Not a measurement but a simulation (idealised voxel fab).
Process module, titled voxel self aligned contacts
Cross-sectional view cut (width: 245 nm; square cell size: 5 nm).
Cross-section, as written here: a square-cell grid given band by band from the top down, where a band holds one or more rows of cells. Heads up on the band format: heights come first, top then bottom, in nm. After that it's the materials left to right, each with its width in nm. A single material flagged "all across" fills the whole band edge to edge, and "empty" means there's empty space there. Note: height 0 marks the level under which the wafer is uniformly one material as received. Lowest band unbounded below, written "0 down". It should be noted that a width expressed as "30..40" varies in equal increments from row to row of cells within the band, taking the value of the first number at the top row and that of the second number at the bottom row. "stayed the same", as given for a step, is the statement that not any cell of the cross-section underwent a change during that step. In "Sealed void listing" the enclosed voids are listed, meaning empty spaces of 8 cells or larger without any opening to the top. The form is width x height at distance, distance from the left edge, units nm. Formally, on a step line, whatever follows the settings is a remark that the simulator itself makes on the step. Each step line may optionally specify "overlay nm", which for a step with a mask gives the rightward distance between the mask's planned place and where it lay, a negative value indicating the leftward direction.
[So here's the lineup of process steps we planned]
1) RECEIVE (material Si)
2) OXIDIZE (depth nm 5)
3) DIRECTIONAL_DEP (material polySi; thk nm 20)
4) DIRECTIONAL_DEP (material SiN; thk nm 20)
5) PATTERN (tone cover; mask id GATE; material resist; width nm 35; pitch nm 60; thk nm 20; overlay nm 0)
6) DIRECTIONAL_ETCH (etch materials SiN; depth nm 20)
7) DIRECTIONAL_ETCH (etch materials polySi; depth nm 20)
8) STRIP (etch materials resist)
9) CONFORMAL_DEP (material SiN; thk nm 5)
10) DIRECTIONAL_ETCH (etch materials SiN; depth nm 5)
11) FILL_DEP (material SiO2; thk nm 10)
12) CMP (height nm 45)
13) MASKED_ETCH (tone open; mask id CONTACT; width nm 45; etch materials SiO2; depth nm 50; overlay nm 0)
14) CONFORMAL_DEP (material TiN; thk nm 5)
15) FILL_DEP (material W; thk nm 10)
16) CMP (height nm 45)
17) CONFORMAL_DEP (material SiN; thk nm 5)
[The cross-section here shows the wafer as received, i.e. in its state after step 1]
* 0 down | Si all across
* Sealed void listing: none
[Wafer at module end, in section. Began as above, planned as above, run with one mistake]
* 50 to 45 | SiN all across
* 45 to 40 | SiO2 100 nm  TiN 20 nm  W 5 nm  TiN 20 nm  SiO2 100 nm
* 40 to 20 | SiO2 70 nm  SiN 45 nm  TiN 5 nm  W 5 nm  TiN 5 nm  SiN 45 nm  SiO2 70 nm
* 20 to 15 | SiO2 70 nm  SiN 5 nm  polySi 35 nm  SiN 5 nm  TiN 5 nm  W 5 nm  TiN 5 nm  SiN 5 nm  polySi 35 nm  SiN 5 nm  SiO2 70 nm
* 15 to 10 | SiO2 70 nm  SiN 5 nm  polySi 35 nm  SiN 5 nm  TiN 15 nm  SiN 5 nm  polySi 35 nm  SiN 5 nm  SiO2 70 nm
* 10 to 0 | polySi all across
* 0 to -5 | SiO2 all across
* -5 down | Si all across
* Sealed void listing: none
Heads up, the wafer didn't run the way we planned it: for step 7, the planned setting was not used; the step was instead run as DIRECTIONAL_ETCH (etch materials polySi; depth nm 10)
